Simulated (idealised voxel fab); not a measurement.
process module | voxel released beams
Cross-sectional view cut (width: 235 nm; square cell size: 5 nm).
In this document a cross-section is written as a grid of square cells. It is given as a series of bands, listed from the top down, and a band is one or more rows of cells.
Read a band's entry like this: the first values are the height of its top and the height of its bottom in nm, and what follows is the sequence of materials from left to right, each with its width in nm. Note that "air" is empty space, and that a single material marked "edge to edge" reaches across the band from edge to edge.
Below 0: as-received wafer, all one material; heights counted from there. Lowest band: no bottom, goes on down, written "top 0, no bottom".
Read "30->40" as a graded width: first number on top, second number at the bottom, same change between each pair of neighbouring rows.
Step note "remained the same" = no cross-section cell changed.
"Closed voids list" lists enclosed empty spaces (at least 8 cells, no open path upward to the top), each as width x height at distance from the left edge, in nm.
The remark found on a step's line after its settings is issued by the simulator itself and pertains to that step.
A step's line can hold "overlay nm"; with a mask on that step, the setting says how far right of the planned place the mask lay, while a negative setting says it lay to the left.

### Intended process steps
step 1: RECEIVE with material Si
step 2: CONFORMAL_DEP with material Al2O3, thk nm 10
step 3: DIRECTIONAL_DEP with material SiO2, thk nm 15
step 4: MASKED_ETCH with tone open, mask id ANCHOR, width nm 30, etch materials SiO2, depth nm 15, overlay nm 0
step 5: CONFORMAL_DEP with material polySi, thk nm 10
step 6: MASKED_ETCH with tone cover, mask id BEAM, width nm 100, etch materials polySi, depth nm 10, overlay nm 0
step 7: STRIP with etch materials SiO2

### Cross-section: wafer on arrival = after step 1
- top 0, no bottom  Si edge to edge
- Closed voids list: none

### Wafer cross-section at end of module: start and plan as shown above, one execution error
- top 35, bottom 25  air 65 nm / polySi 45 nm / air 125 nm
- top 25, bottom 20  air 60 nm / polySi 10 nm / SiO2 30 nm / polySi 10 nm / air 125 nm
- top 20, bottom 10  air 60 nm / polySi 10 nm / SiO2 30 nm / polySi 65 nm / air 70 nm
- top 10, bottom 0  Al2O3 edge to edge
- top 0, no bottom  Si edge to edge
- Closed voids list: none
It is concluded that the wafer was processed incorrectly with respect to the plan, in that heads up, step 4 didn't go per plan, it actually ran as MASKED_ETCH with tone cover, mask id ANCHOR, width nm 30, etch materials SiO2, depth nm 15, overlay nm 0
